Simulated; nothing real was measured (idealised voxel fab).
Documented hereafter: the process module known as voxel ribs on slabs.
Section shown: cut. Width: 285 nm. Cell size: 5 nm, square.
Throughout this document, each cross-section is represented as a grid of square cells and is presented as a sequence of bands enumerated from the top downward, where a band comprises one or more rows of cells.
Look at the band entry: it leads with the top's height and the bottom's height in nm. Then it lists the materials left to right, with a width in nm for each. The word "throughout" on a single material says that material fills the band edge to edge. The word "empty" is empty space.
Zero point of the height axis is 0; under it, received wafer = one material. Lowest band: continues down indefinitely, "top 0, no bottom".
You'd read "30..40" like this: the band's top row of cells is as wide as the first number, its bottom row is as wide as the second, and going down, every row changes width by the same amount as the row before did.
Where a step carries "same as before", the cross-section came out of it unchanged, cell for cell.
Entry "Non-vented voids" = empty spaces >= 8 cells with no open way to the top; each as width x height at distance, distance from left edge, all nm.
What comes after the settings on a step's line is commentary from the simulator itself on that step.
"overlay nm", when on a step's line for a step with a mask, measures how far to the right of its planned place the mask lay; a negative measure means to the left.

[The steps planned for the process are as follows]
- 1: RECEIVE, material Si
- 2: DIRECTIONAL_DEP, material SiO2, thk nm 25
- 3: DIRECTIONAL_DEP, material polySi, thk nm 25
- 4: PATTERN, tone cover, mask id RIB, material resist, width nm 30, thk nm 20, overlay nm 0
- 5: DIRECTIONAL_ETCH, etch materials polySi, depth nm 5
- 6: STRIP, etch materials resist
- 7: PATTERN, tone cover, mask id SLAB, material resist, width nm 80, thk nm 15, overlay nm 0
- 8: DIRECTIONAL_ETCH, etch materials polySi, depth nm 20
- 9: STRIP, etch materials resist
- 10: FILL_DEP, material SiO2, thk nm 20
- 11: CMP, height nm 65
- 12: DIRECTIONAL_DEP, material W, thk nm 10
- 13: MASKED_ETCH, tone cover, mask id HEATER, width nm 40, etch materials W, depth nm 10, overlay nm 0
- 14: CONFORMAL_DEP, material SiO2, thk nm 10
Variable across wafers: step 7 width nm (plan value is that of the first wafer; starting state common to all).

[This is how the first of several wafers looked in cross-section when it arrived, which is after step 1]
* top 0, no bottom: Si throughout
* Non-vented voids: none

[First of several wafers in cross-section at module end, following the final step, step 14]
* top 85, bottom 75: empty=110, then SiO2=60, then empty=115
* top 75, bottom 65: SiO2=120, then W=40, then SiO2=125
* top 65, bottom 50: SiO2 throughout
* top 50, bottom 45: SiO2=125, then polySi=30, then SiO2=130
* top 45, bottom 25: SiO2=100, then polySi=80, then SiO2=105
* top 25, bottom 0: SiO2 throughout
* top 0, no bottom: Si throughout
* Non-vented voids: none

[Wafer cross-section (last wafer, module end)]
* top 85, bottom 75: empty=110, then SiO2=60, then empty=115
* top 75, bottom 65: SiO2=120, then W=40, then SiO2=125
* top 65, bottom 50: SiO2 throughout
* top 50, bottom 45: SiO2=125, then polySi=30, then SiO2=130
* top 45, bottom 25: SiO2=90, then polySi=105, then SiO2=90
* top 25, bottom 0: SiO2 throughout
* top 0, no bottom: Si throughout
* Non-vented voids: none

[Table: wafers, a row each; end-of-module cell change per material since receipt, gain (+), loss (-); then closed voids]
width nm 80; +793 SiO2; +16 W; +70 polySi; Non-vented voids: none
width nm 85; +789 SiO2; +16 W; +74 polySi; Non-vented voids: none
width nm 90; +785 SiO2; +16 W; +78 polySi; Non-vented voids: none
width nm 95; +781 SiO2; +16 W; +82 polySi; Non-vented voids: none
width nm 100; +777 SiO2; +16 W; +86 polySi; Non-vented voids: none
width nm 105; +773 SiO2; +16 W; +90 polySi; Non-vented voids: none
